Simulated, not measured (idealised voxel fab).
Title: Process Module voxel wiring stack
Shown is cross-section cut, with a width of 250 nm and square cells of size 5 nm.
How to read a cross-section here: the picture is a grid of square cells, written as bands going from the top down, and any band can span one or more rows of cells. Band: top and bottom heights (nm) first, top before bottom; then materials from left to right, widths in nm. "everywhere" marks a sole material filling the band edge to edge. "empty" denotes empty space. Height reference: 0 = level under which incoming wafer is all one material. Lowest band: no bottom, runs on downward, e.g. "0..down". Width: "30 to 40" (first number = top row, second number = bottom row, same change from row to row of cells). "same as before" means the step left every cell of the cross-section as it was. "Closed void register": sealed empty spaces, 8 cells or more, no open way to top, listed width x height at distance, with distance from the left edge and width, height and distance in nm. That trailing text on a step's line, after the settings, is the simulator's own remark on the step. Steps that use a mask can have "overlay nm" on their line. It says how far the mask sat to the right of where it was meant to be. Negative means to the left.
Intended process steps:
- 1: RECEIVE [material Si]
- 2: CONFORMAL_DEP [material SiO2] [thk nm 10]
- 3: DIRECTIONAL_DEP [material TiN] [thk nm 5]
- 4: DIRECTIONAL_DEP [material Ru] [thk nm 15]
- 5: DIRECTIONAL_DEP [material aC] [thk nm 10]
- 6: PATTERN [tone cover] [mask id METAL_1] [material resist] [width nm 30] [pitch nm 50] [thk nm 25] [overlay nm 0]
- 7: DIRECTIONAL_ETCH [etch materials aC] [depth nm 10]
- 8: STRIP [etch materials resist]
- 9: DIRECTIONAL_ETCH [etch materials Ru] [depth nm 15]
- 10: DIRECTIONAL_ETCH [etch materials TiN] [depth nm 5]
- 11: STRIP [etch materials aC]
- 12: FILL_DEP [material SiO2] [thk nm 5]
- 13: CMP [height nm 30]
- 14: CONFORMAL_DEP [material SiCN] [thk nm 5]
- 15: DIRECTIONAL_DEP [material lowk] [thk nm 30]
- 16: MASKED_ETCH [tone open] [mask id METAL_2] [width nm 30] [pitch nm 50] [etch materials lowk] [depth nm 20] [overlay nm 0]
- 17: MASKED_ETCH [tone open] [mask id METAL_2_HOLES] [width nm 15] [pitch nm 100] [etch materials lowk] [depth nm 10] [overlay nm 0]
- 18: MASKED_ETCH [tone open] [mask id METAL_2_HOLES] [width nm 15] [pitch nm 100] [etch materials SiCN] [depth nm 5] [overlay nm 0]
- 19: CONFORMAL_DEP [material TiN] [thk nm 5]
- 20: FILL_DEP [material Ru] [thk nm 5]
- 21: CMP [height nm 65]
- 22: CONFORMAL_DEP [material SiCN] [thk nm 5]
- 23: DIRECTIONAL_DEP [material lowk] [thk nm 10]
- 24: PATTERN [tone open] [mask id PLUG_2] [material resist] [width nm 15] [pitch nm 50] [thk nm 20] [overlay nm 0]
- 25: DIRECTIONAL_ETCH [etch materials lowk] [depth nm 10]
- 26: DIRECTIONAL_ETCH [etch materials SiCN] [depth nm 5]
- 27: STRIP [etch materials resist]
- 28: EPI [material Ru] [thk nm 10]
- 29: EPI [material Ru] [thk nm 5]
- 30: CONFORMAL_DEP [material SiCN] [thk nm 5]
- 31: DIRECTIONAL_DEP [material SiO2] [thk nm 25]
- 32: PATTERN [tone open] [mask id METAL_3] [material resist] [width nm 30] [pitch nm 50] [thk nm 15] [overlay nm 0]
- 33: DIRECTIONAL_ETCH [etch materials SiO2] [depth nm 25]
- 34: DIRECTIONAL_ETCH [etch materials SiCN] [depth nm 5]
- 35: STRIP [etch materials resist]
- 36: CONFORMAL_DEP [material TiN] [thk nm 5]
- 37: FILL_DEP [material Ru] [thk nm 5]
- 38: CMP [height nm 110]
- 39: CONFORMAL_DEP [material SiN] [thk nm 5]
So, the first of our two wafers, run just as we planned it:
Wafer cross-section on receipt, i.e. after step 1:
	0..down  Si everywhere
	Closed void register: none
Cross-section of the wafer after step 2:
	10..0  SiO2 everywhere
	Anything lower than 0 is untouched.
Cross-section of the wafer after step 3:
	15..10  TiN everywhere
	Anything lower than 10 is untouched.
Cross-section of the wafer after step 4:
	30..15  Ru everywhere
	Anything lower than 15 is untouched.
Cross-section of the wafer after step 5:
	40..30  aC everywhere
	Anything lower than 30 is untouched.
Cross-section of the wafer after step 6:
	65..40  60 empty, 30 resist, 20 empty, 30 resist, 20 empty, 30 resist, 60 empty
	Anything lower than 40 is untouched.
Cross-section of the wafer after step 7:
	55..40  60 empty, 30 resist, 20 empty, 30 resist, 20 empty, 30 resist, 60 empty
	40..30  60 empty, 30 aC, 20 empty, 30 aC, 20 empty, 30 aC, 60 empty
	Anything lower than 30 is untouched.
Cross-section of the wafer after step 8:
	40..30  60 empty, 30 aC, 20 empty, 30 aC, 20 empty, 30 aC, 60 empty
	Anything lower than 30 is untouched.
Cross-section of the wafer after step 9:
	40..30  60 empty, 30 aC, 20 empty, 30 aC, 20 empty, 30 aC, 60 empty
	30..15  60 empty, 30 Ru, 20 empty, 30 Ru, 20 empty, 30 Ru, 60 empty
	Anything lower than 15 is untouched.
Cross-section of the wafer after step 10:
	40..30  60 empty, 30 aC, 20 empty, 30 aC, 20 empty, 30 aC, 60 empty
	30..15  60 empty, 30 Ru, 20 empty, 30 Ru, 20 empty, 30 Ru, 60 empty
	15..10  60 empty, 30 TiN, 20 empty, 30 TiN, 20 empty, 30 TiN, 60 empty
	Anything lower than 10 is untouched.
Cross-section of the wafer after step 11:
	30..15  60 empty, 30 Ru, 20 empty, 30 Ru, 20 empty, 30 Ru, 60 empty
	Anything lower than 15 is untouched.
Cross-section of the wafer after step 12:
	35..30  SiO2 everywhere
	30..15  60 SiO2, 30 Ru, 20 SiO2, 30 Ru, 20 SiO2, 30 Ru, 60 SiO2
	15..10  60 SiO2, 30 TiN, 20 SiO2, 30 TiN, 20 SiO2, 30 TiN, 60 SiO2
	Anything lower than 10 is untouched.
Cross-section of the wafer after step 13:
	30..15  60 SiO2, 30 Ru, 20 SiO2, 30 Ru, 20 SiO2, 30 Ru, 60 SiO2
	Anything lower than 15 is untouched.
Cross-section of the wafer after step 14:
	35..30  SiCN everywhere
	Anything lower than 30 is untouched.
Cross-section of the wafer after step 15:
	65..35  lowk everywhere
	Anything lower than 35 is untouched.
Cross-section of the wafer after step 16:
	65..45  60 lowk, 30 empty, 20 lowk, 30 empty, 20 lowk, 30 empty, 60 lowk
	Anything lower than 45 is untouched.
Cross-section of the wafer after step 17:
	65..45  60 lowk, 30 empty, 20 lowk, 30 empty, 20 lowk, 30 empty, 60 lowk
	45..35  60 lowk, 15 empty, 85 lowk, 15 empty, 75 lowk
	Anything lower than 35 is untouched.
Cross-section of the wafer after step 18:
	65..45  60 lowk, 30 empty, 20 lowk, 30 empty, 20 lowk, 30 empty, 60 lowk
	45..35  60 lowk, 15 empty, 85 lowk, 15 empty, 75 lowk
	35..30  60 SiCN, 15 empty, 85 SiCN, 15 empty, 75 SiCN
	Anything lower than 30 is untouched.
Cross-section of the wafer after step 19:
	70..65  65 TiN, 20 empty, 30 TiN, 20 empty, 30 TiN, 20 empty, 65 TiN
	65..50  60 lowk, 5 TiN, 20 empty, 5 TiN, 20 lowk, 5 TiN, 20 empty, 5 TiN, 20 lowk, 5 TiN, 20 empty, 5 TiN, 60 lowk
	50..45  60 lowk, 5 TiN, 5 empty, 20 TiN, 20 lowk, 30 TiN, 20 lowk, 5 TiN, 5 empty, 20 TiN, 60 lowk
	45..35  60 lowk, 5 TiN, 5 empty, 5 TiN, 85 lowk, 5 TiN, 5 empty, 5 TiN, 75 lowk
	35..30  60 SiCN, 15 TiN, 85 SiCN, 15 TiN, 75 SiCN
	Anything lower than 30 is untouched.
Cross-section of the wafer after step 20:
	75..70  Ru everywhere
	70..65  65 TiN, 20 Ru, 30 TiN, 20 Ru, 30 TiN, 20 Ru, 65 TiN
	65..50  60 lowk, 5 TiN, 20 Ru, 5 TiN, 20 lowk, 5 TiN, 20 Ru, 5 TiN, 20 lowk, 5 TiN, 20 Ru, 5 TiN, 60 lowk
	50..45  60 lowk, 5 TiN, 5 Ru, 20 TiN, 20 lowk, 30 TiN, 20 lowk, 5 TiN, 5 Ru, 20 TiN, 60 lowk
	45..35  60 lowk, 5 TiN, 5 Ru, 5 TiN, 85 lowk, 5 TiN, 5 Ru, 5 TiN, 75 lowk
	Anything lower than 35 is untouched.
Cross-section of the wafer after step 21:
	65..50  60 lowk, 5 TiN, 20 Ru, 5 TiN, 20 lowk, 5 TiN, 20 Ru, 5 TiN, 20 lowk, 5 TiN, 20 Ru, 5 TiN, 60 lowk
	Anything lower than 50 is untouched.
Cross-section of the wafer after step 22:
	70..65  SiCN everywhere
	Anything lower than 65 is untouched.
Cross-section of the wafer after step 23:
	80..70  lowk everywhere
	Anything lower than 70 is untouched.
Cross-section of the wafer after step 24:
	100..80  60 resist, 15 empty, 35 resist, 15 empty, 35 resist, 15 empty, 75 resist
	Anything lower than 80 is untouched.
Cross-section of the wafer after step 25:
	100..80  60 resist, 15 empty, 35 resist, 15 empty, 35 resist, 15 empty, 75 resist
	80..70  60 lowk, 15 empty, 35 lowk, 15 empty, 35 lowk, 15 empty, 75 lowk
	Anything lower than 70 is untouched.
Cross-section of the wafer after step 26:
	100..80  60 resist, 15 empty, 35 resist, 15 empty, 35 resist, 15 empty, 75 resist
	80..70  60 lowk, 15 empty, 35 lowk, 15 empty, 35 lowk, 15 empty, 75 lowk
	70..65  60 SiCN, 15 empty, 35 SiCN, 15 empty, 35 SiCN, 15 empty, 75 SiCN
	Anything lower than 65 is untouched.
Cross-section of the wafer after step 27:
	80..70  60 lowk, 15 empty, 35 lowk, 15 empty, 35 lowk, 15 empty, 75 lowk
	Anything lower than 70 is untouched.
Cross-section of the wafer after step 28:
	80..75  60 lowk, 15 empty, 35 lowk, 15 empty, 35 lowk, 15 empty, 75 lowk
	75..70  60 lowk, 15 Ru, 35 lowk, 15 Ru, 35 lowk, 15 Ru, 75 lowk
	70..65  60 SiCN, 15 Ru, 35 SiCN, 15 Ru, 35 SiCN, 15 Ru, 75 SiCN
	Anything lower than 65 is untouched.
Cross-section of the wafer after step 29:
	80..70  60 lowk, 15 Ru, 35 lowk, 15 Ru, 35 lowk, 15 Ru, 75 lowk
	Anything lower than 70 is untouched.
Cross-section of the wafer after step 30:
	85..80  SiCN everywhere
	Anything lower than 80 is untouched.
Cross-section of the wafer after step 31:
	110..85  SiO2 everywhere
	Anything lower than 85 is untouched.
Cross-section of the wafer after step 32:
	125..110  60 resist, 30 empty, 20 resist, 30 empty, 20 resist, 30 empty, 60 resist
	Anything lower than 110 is untouched.
Cross-section of the wafer after step 33:
	125..110  60 resist, 30 empty, 20 resist, 30 empty, 20 resist, 30 empty, 60 resist
	110..85  60 SiO2, 30 empty, 20 SiO2, 30 empty, 20 SiO2, 30 empty, 60 SiO2
	Anything lower than 85 is untouched.
Cross-section of the wafer after step 34:
	125..110  60 resist, 30 empty, 20 resist, 30 empty, 20 resist, 30 empty, 60 resist
	110..85  60 SiO2, 30 empty, 20 SiO2, 30 empty, 20 SiO2, 30 empty, 60 SiO2
	85..80  60 SiCN, 30 empty, 20 SiCN, 30 empty, 20 SiCN, 30 empty, 60 SiCN
	Anything lower than 80 is untouched.
Cross-section of the wafer after step 35:
	110..85  60 SiO2, 30 empty, 20 SiO2, 30 empty, 20 SiO2, 30 empty, 60 SiO2
	Anything lower than 85 is untouched.
Cross-section of the wafer after step 36:
	115..110  65 TiN, 20 empty, 30 TiN, 20 empty, 30 TiN, 20 empty, 65 TiN
	110..85  60 SiO2, 5 TiN, 20 empty, 5 TiN, 20 SiO2, 5 TiN, 20 empty, 5 TiN, 20 SiO2, 5 TiN, 20 empty, 5 TiN, 60 SiO2
	85..80  60 SiCN, 30 TiN, 20 SiCN, 30 TiN, 20 SiCN, 30 TiN, 60 SiCN
	Anything lower than 80 is untouched.
Cross-section of the wafer after step 37:
	120..115  Ru everywhere
	115..110  65 TiN, 20 Ru, 30 TiN, 20 Ru, 30 TiN, 20 Ru, 65 TiN
	110..85  60 SiO2, 5 TiN, 20 Ru, 5 TiN, 20 SiO2, 5 TiN, 20 Ru, 5 TiN, 20 SiO2, 5 TiN, 20 Ru, 5 TiN, 60 SiO2
	Anything lower than 85 is untouched.
Cross-section of the wafer after step 38:
	110..85  60 SiO2, 5 TiN, 20 Ru, 5 TiN, 20 SiO2, 5 TiN, 20 Ru, 5 TiN, 20 SiO2, 5 TiN, 20 Ru, 5 TiN, 60 SiO2
	Anything lower than 85 is untouched.
Cross-section of the wafer after step 39:
	115..110  SiN everywhere
	Anything lower than 110 is untouched.
Regarding the second of the two wafers: it shared the first wafer's starting condition and process plan, yet one error occurred during its execution. Its history coincides with that of the first wafer up to and including step 1:
Second wafer at the planned finish of step 2, seen in cross-section:
	10..0  Ru everywhere
	Anything lower than 0 is untouched.
Second wafer at the planned finish of step 3, seen in cross-section:
	15..10  TiN everywhere
	Anything lower than 10 is untouched.
Second wafer at the planned finish of step 4, seen in cross-section:
	30..15  Ru everywhere
	Anything lower than 15 is untouched.
Second wafer at the planned finish of step 5, seen in cross-section:
	40..30  aC everywhere
	Anything lower than 30 is untouched.
Second wafer at the planned finish of step 6, seen in cross-section:
	65..40  60 empty, 30 resist, 20 empty, 30 resist, 20 empty, 30 resist, 60 empty
	Anything lower than 40 is untouched.
Second wafer at the planned finish of step 7, seen in cross-section:
	55..40  60 empty, 30 resist, 20 empty, 30 resist, 20 empty, 30 resist, 60 empty
	40..30  60 empty, 30 aC, 20 empty, 30 aC, 20 empty, 30 aC, 60 empty
	Anything lower than 30 is untouched.
Second wafer at the planned finish of step 8, seen in cross-section:
	40..30  60 empty, 30 aC, 20 empty, 30 aC, 20 empty, 30 aC, 60 empty
	Anything lower than 30 is untouched.
Second wafer at the planned finish of step 9, seen in cross-section:
	40..30  60 empty, 30 aC, 20 empty, 30 aC, 20 empty, 30 aC, 60 empty
	30..15  60 empty, 30 Ru, 20 empty, 30 Ru, 20 empty, 30 Ru, 60 empty
	Anything lower than 15 is untouched.
Second wafer at the planned finish of step 10, seen in cross-section:
	40..30  60 empty, 30 aC, 20 empty, 30 aC, 20 empty, 30 aC, 60 empty
	30..15  60 empty, 30 Ru, 20 empty, 30 Ru, 20 empty, 30 Ru, 60 empty
	15..10  60 empty, 30 TiN, 20 empty, 30 TiN, 20 empty, 30 TiN, 60 empty
	Anything lower than 10 is untouched.
Second wafer at the planned finish of step 11, seen in cross-section:
	30..15  60 empty, 30 Ru, 20 empty, 30 Ru, 20 empty, 30 Ru, 60 empty
	Anything lower than 15 is untouched.
Second wafer at the planned finish of step 12, seen in cross-section:
	35..30  SiO2 everywhere
	30..15  60 SiO2, 30 Ru, 20 SiO2, 30 Ru, 20 SiO2, 30 Ru, 60 SiO2
	15..10  60 SiO2, 30 TiN, 20 SiO2, 30 TiN, 20 SiO2, 30 TiN, 60 SiO2
	Anything lower than 10 is untouched.
Second wafer at the planned finish of step 13, seen in cross-section:
	30..15  60 SiO2, 30 Ru, 20 SiO2, 30 Ru, 20 SiO2, 30 Ru, 60 SiO2
	Anything lower than 15 is untouched.
Second wafer at the planned finish of step 14, seen in cross-section:
	35..30  SiCN everywhere
	Anything lower than 30 is untouched.
Second wafer at the planned finish of step 15, seen in cross-section:
	65..35  lowk everywhere
	Anything lower than 35 is untouched.
Second wafer at the planned finish of step 16, seen in cross-section:
	65..45  60 lowk, 30 empty, 20 lowk, 30 empty, 20 lowk, 30 empty, 60 lowk
	Anything lower than 45 is untouched.
Second wafer at the planned finish of step 17, seen in cross-section:
	65..45  60 lowk, 30 empty, 20 lowk, 30 empty, 20 lowk, 30 empty, 60 lowk
	45..35  60 lowk, 15 empty, 85 lowk, 15 empty, 75 lowk
	Anything lower than 35 is untouched.
Second wafer at the planned finish of step 18, seen in cross-section:
	65..45  60 lowk, 30 empty, 20 lowk, 30 empty, 20 lowk, 30 empty, 60 lowk
	45..35  60 lowk, 15 empty, 85 lowk, 15 empty, 75 lowk
	35..30  60 SiCN, 15 empty, 85 SiCN, 15 empty, 75 SiCN
	Anything lower than 30 is untouched.
Second wafer at the planned finish of step 19, seen in cross-section:
	70..65  65 TiN, 20 empty, 30 TiN, 20 empty, 30 TiN, 20 empty, 65 TiN
	65..50  60 lowk, 5 TiN, 20 empty, 5 TiN, 20 lowk, 5 TiN, 20 empty, 5 TiN, 20 lowk, 5 TiN, 20 empty, 5 TiN, 60 lowk
	50..45  60 lowk, 5 TiN, 5 empty, 20 TiN, 20 lowk, 30 TiN, 20 lowk, 5 TiN, 5 empty, 20 TiN, 60 lowk
	45..35  60 lowk, 5 TiN, 5 empty, 5 TiN, 85 lowk, 5 TiN, 5 empty, 5 TiN, 75 lowk
	35..30  60 SiCN, 15 TiN, 85 SiCN, 15 TiN, 75 SiCN
	Anything lower than 30 is untouched.
Second wafer at the planned finish of step 20, seen in cross-section:
	75..70  Ru everywhere
	70..65  65 TiN, 20 Ru, 30 TiN, 20 Ru, 30 TiN, 20 Ru, 65 TiN
	65..50  60 lowk, 5 TiN, 20 Ru, 5 TiN, 20 lowk, 5 TiN, 20 Ru, 5 TiN, 20 lowk, 5 TiN, 20 Ru, 5 TiN, 60 lowk
	50..45  60 lowk, 5 TiN, 5 Ru, 20 TiN, 20 lowk, 30 TiN, 20 lowk, 5 TiN, 5 Ru, 20 TiN, 60 lowk
	45..35  60 lowk, 5 TiN, 5 Ru, 5 TiN, 85 lowk, 5 TiN, 5 Ru, 5 TiN, 75 lowk
	Anything lower than 35 is untouched.
Second wafer at the planned finish of step 21, seen in cross-section:
	65..50  60 lowk, 5 TiN, 20 Ru, 5 TiN, 20 lowk, 5 TiN, 20 Ru, 5 TiN, 20 lowk, 5 TiN, 20 Ru, 5 TiN, 60 lowk
	Anything lower than 50 is untouched.
Second wafer at the planned finish of step 22, seen in cross-section:
	70..65  SiCN everywhere
	Anything lower than 65 is untouched.
Second wafer at the planned finish of step 23, seen in cross-section:
	80..70  lowk everywhere
	Anything lower than 70 is untouched.
Second wafer at the planned finish of step 24, seen in cross-section:
	100..80  60 resist, 15 empty, 35 resist, 15 empty, 35 resist, 15 empty, 75 resist
	Anything lower than 80 is untouched.
Second wafer at the planned finish of step 25, seen in cross-section:
	100..80  60 resist, 15 empty, 35 resist, 15 empty, 35 resist, 15 empty, 75 resist
	80..70  60 lowk, 15 empty, 35 lowk, 15 empty, 35 lowk, 15 empty, 75 lowk
	Anything lower than 70 is untouched.
Second wafer at the planned finish of step 26, seen in cross-section:
	100..80  60 resist, 15 empty, 35 resist, 15 empty, 35 resist, 15 empty, 75 resist
	80..70  60 lowk, 15 empty, 35 lowk, 15 empty, 35 lowk, 15 empty, 75 lowk
	70..65  60 SiCN, 15 empty, 35 SiCN, 15 empty, 35 SiCN, 15 empty, 75 SiCN
	Anything lower than 65 is untouched.
Second wafer at the planned finish of step 27, seen in cross-section:
	80..70  60 lowk, 15 empty, 35 lowk, 15 empty, 35 lowk, 15 empty, 75 lowk
	Anything lower than 70 is untouched.
Second wafer at the planned finish of step 28, seen in cross-section:
	80..75  60 lowk, 15 empty, 35 lowk, 15 empty, 35 lowk, 15 empty, 75 lowk
	75..70  60 lowk, 15 Ru, 35 lowk, 15 Ru, 35 lowk, 15 Ru, 75 lowk
	70..65  60 SiCN, 15 Ru, 35 SiCN, 15 Ru, 35 SiCN, 15 Ru, 75 SiCN
	Anything lower than 65 is untouched.
Second wafer at the planned finish of step 29, seen in cross-section:
	80..70  60 lowk, 15 Ru, 35 lowk, 15 Ru, 35 lowk, 15 Ru, 75 lowk
	Anything lower than 70 is untouched.
Second wafer at the planned finish of step 30, seen in cross-section:
	85..80  SiCN everywhere
	Anything lower than 80 is untouched.
Second wafer at the planned finish of step 31, seen in cross-section:
	110..85  SiO2 everywhere
	Anything lower than 85 is untouched.
Second wafer at the planned finish of step 32, seen in cross-section:
	125..110  60 resist, 30 empty, 20 resist, 30 empty, 20 resist, 30 empty, 60 resist
	Anything lower than 110 is untouched.
Second wafer at the planned finish of step 33, seen in cross-section:
	125..110  60 resist, 30 empty, 20 resist, 30 empty, 20 resist, 30 empty, 60 resist
	110..85  60 SiO2, 30 empty, 20 SiO2, 30 empty, 20 SiO2, 30 empty, 60 SiO2
	Anything lower than 85 is untouched.
Second wafer at the planned finish of step 34, seen in cross-section:
	125..110  60 resist, 30 empty, 20 resist, 30 empty, 20 resist, 30 empty, 60 resist
	110..85  60 SiO2, 30 empty, 20 SiO2, 30 empty, 20 SiO2, 30 empty, 60 SiO2
	85..80  60 SiCN, 30 empty, 20 SiCN, 30 empty, 20 SiCN, 30 empty, 60 SiCN
	Anything lower than 80 is untouched.
Second wafer at the planned finish of step 35, seen in cross-section:
	110..85  60 SiO2, 30 empty, 20 SiO2, 30 empty, 20 SiO2, 30 empty, 60 SiO2
	Anything lower than 85 is untouched.
Second wafer at the planned finish of step 36, seen in cross-section:
	115..110  65 TiN, 20 empty, 30 TiN, 20 empty, 30 TiN, 20 empty, 65 TiN
	110..85  60 SiO2, 5 TiN, 20 empty, 5 TiN, 20 SiO2, 5 TiN, 20 empty, 5 TiN, 20 SiO2, 5 TiN, 20 empty, 5 TiN, 60 SiO2
	85..80  60 SiCN, 30 TiN, 20 SiCN, 30 TiN, 20 SiCN, 30 TiN, 60 SiCN
	Anything lower than 80 is untouched.
Second wafer at the planned finish of step 37, seen in cross-section:
	120..115  Ru everywhere
	115..110  65 TiN, 20 Ru, 30 TiN, 20 Ru, 30 TiN, 20 Ru, 65 TiN
	110..85  60 SiO2, 5 TiN, 20 Ru, 5 TiN, 20 SiO2, 5 TiN, 20 Ru, 5 TiN, 20 SiO2, 5 TiN, 20 Ru, 5 TiN, 60 SiO2
	Anything lower than 85 is untouched.
Second wafer at the planned finish of step 38, seen in cross-section:
	110..85  60 SiO2, 5 TiN, 20 Ru, 5 TiN, 20 SiO2, 5 TiN, 20 Ru, 5 TiN, 20 SiO2, 5 TiN, 20 Ru, 5 TiN, 60 SiO2
	Anything lower than 85 is untouched.
Second wafer at the planned finish of step 39, seen in cross-section:
	115..110  SiN everywhere
	Anything lower than 110 is untouched.
What was the processing mistake? step 2 went in with a setting other than planned; the actual run was CONFORMAL_DEP [material Ru] [thk nm 10]
The closing comparison, in cells, has the second wafer with more or fewer of some materials than the first: Ru: 100 more, SiO2: 100 fewer
